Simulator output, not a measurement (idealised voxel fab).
Proc. module: voxel ribs on slabs
The cross-section shown here is cut; it is 290 nm wide and divided into square cells measuring 5 nm on a side.
A cross-section in this document is a grid of square cells, and it is written down as bands, the top band listed before the ones below it; a band is made up of one or more rows of cells.
Quick guide to a band line: top height, bottom height (nm) up front; then every material left to right with its width in nm. Only one material and it's marked "full width"? Then it fills the band edge to edge. And "blank" just means empty space.
Heights from 0 (as-received wafer is one material below). Bottom band endless downward, as "0..down".
You'd read "30 to 40" like this: the band's top row of cells is as wide as the first number, its bottom row is as wide as the second, and going down, every row changes width by the same amount as the row before did.
"same as before" -> step changed no cross-section cell.
Listed in "Cavities, closed": every empty space of 8 or more cells without an open way to the top. Form: width x height at distance, the distance being from the left edge, all in nm.
Where a step's line continues beyond its settings, the continuation is a remark by the simulator itself on that step.
Each step line may optionally specify "overlay nm", which for a step with a mask gives the rightward distance between the mask's planned place and where it lay, a negative value indicating the leftward direction.

These are the steps we planned for the process:
- 1: RECEIVE with material Si
- 2: DIRECTIONAL_DEP with material SiO2, thk nm 20
- 3: DIRECTIONAL_DEP with material polySi, thk nm 15
- 4: DIRECTIONAL_DEP with material aC, thk nm 15
- 5: PATTERN with tone cover, mask id RIB, material resist, width nm 15, thk nm 30, overlay nm 0
- 6: DIRECTIONAL_ETCH with etch materials aC, depth nm 15
- 7: STRIP with etch materials resist
- 8: DIRECTIONAL_ETCH with etch materials polySi, depth nm 10
- 9: STRIP with etch materials aC
- 10: MASKED_ETCH with tone cover, mask id SLAB, width nm 45, etch materials polySi, depth nm 5, overlay nm 0
- 11: FILL_DEP with material SiO2, thk nm 25
- 12: CMP with height nm 55
- 13: DIRECTIONAL_DEP with material W, thk nm 10
- 14: DIRECTIONAL_DEP with material aC, thk nm 15
- 15: PATTERN with tone cover, mask id HEATER, material resist, width nm 25, thk nm 30, overlay nm 0
- 16: DIRECTIONAL_ETCH with etch materials aC, depth nm 15
- 17: STRIP with etch materials resist
- 18: DIRECTIONAL_ETCH with etch materials W, depth nm 10
- 19: STRIP with etch materials aC
- 20: CONFORMAL_DEP with material SiN, thk nm 5

Wafer as received: cross-section following step 1:
* 0..down | Si full width
* Cavities, closed: none

Look at the cross-section after the module: the wafer started out the way shown above and the plan was the one shown above, yet one mistake was made along the way:
* 70..65 | 125 blank, then 35 SiN, then 130 blank
* 65..60 | 125 blank, then 5 SiN, then 25 W, then 5 SiN, then 130 blank
* 60..55 | 130 SiN, then 25 W, then 135 SiN
* 55..35 | SiO2 full width
* 35..25 | 135 SiO2, then 15 polySi, then 140 SiO2
* 25..20 | 125 SiO2, then 35 polySi, then 130 SiO2
* 20..0 | SiO2 full width
* 0..down | Si full width
* Cavities, closed: none
Nonconformance to the process plan: step 10 off recipe, ran as MASKED_ETCH with tone cover, mask id SLAB, width nm 35, etch materials polySi, depth nm 5, overlay nm 0
